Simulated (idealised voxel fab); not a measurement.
The following process module bears the name voxel released beams.
Section shown: cut. Width: 250 nm. Cell size: 5 nm, square.
A cross-section is a grid of square cells, given in bands from the top down. A band is one or more rows of cells. Each band's line starts with the height of the band's top and of its bottom, in nm. Then come its materials from left to right, each with its width in nm. One material with "throughout" fills the band from edge to edge. "blank" is empty space. Where do heights start? At 0: under that level the wafer as delivered is made of one material only. And the lowest band has no floor; it just carries on downward, as in "0 -> down". Width: "30 to 40" (first number = top row, second number = bottom row, same change from row to row of cells). Step marked "no change occurred"? Then no cell in the cross-section changed in it. This entry, "Sealed internal cavities", enumerates those empty regions of no fewer than 8 cells that possess no open connection to the top. Each region is reported in the form width x height at distance, the distance being taken from the left edge, with all three quantities expressed in nm. On a step's line, text after the settings is the simulator commenting on that step. "overlay nm" denotes, for a step that has a mask, the displacement of the mask to the right of its planned place, with negative values corresponding to the left.

### The steps planned for the process are as follows
1. RECEIVE (material Si)
2. CONFORMAL_DEP (material SiN; thk nm 10)
3. DIRECTIONAL_DEP (material SiO2; thk nm 15)
4. MASKED_ETCH (tone open; mask id ANCHOR; width nm 35; etch materials SiO2; depth nm 15; overlay nm 0)
5. CONFORMAL_DEP (material W; thk nm 15)
6. PATTERN (tone cover; mask id BEAM; material resist; width nm 110; thk nm 15; overlay nm 0)
7. DIRECTIONAL_ETCH (etch materials W; depth nm 15)
8. STRIP (etch materials resist)
9. STRIP (etch materials SiO2)

### This is the cross-section of the wafer as we received it, i.e. after step 1
	0 -> down = Si throughout
	Sealed internal cavities: none

### This is how the wafer looks in cross-section once the module is done, given the starting state and plan above and one mistake in carrying the plan out
	30 -> 15 = blank 65, W 20, blank 5, W 85, blank 75
	15 -> 0 = blank 70, W 35, blank 145
	0 -> down = Si throughout
	Sealed internal cavities: none
Misprocessing identified: the plan's step 2 went unexecuted, having been skipped
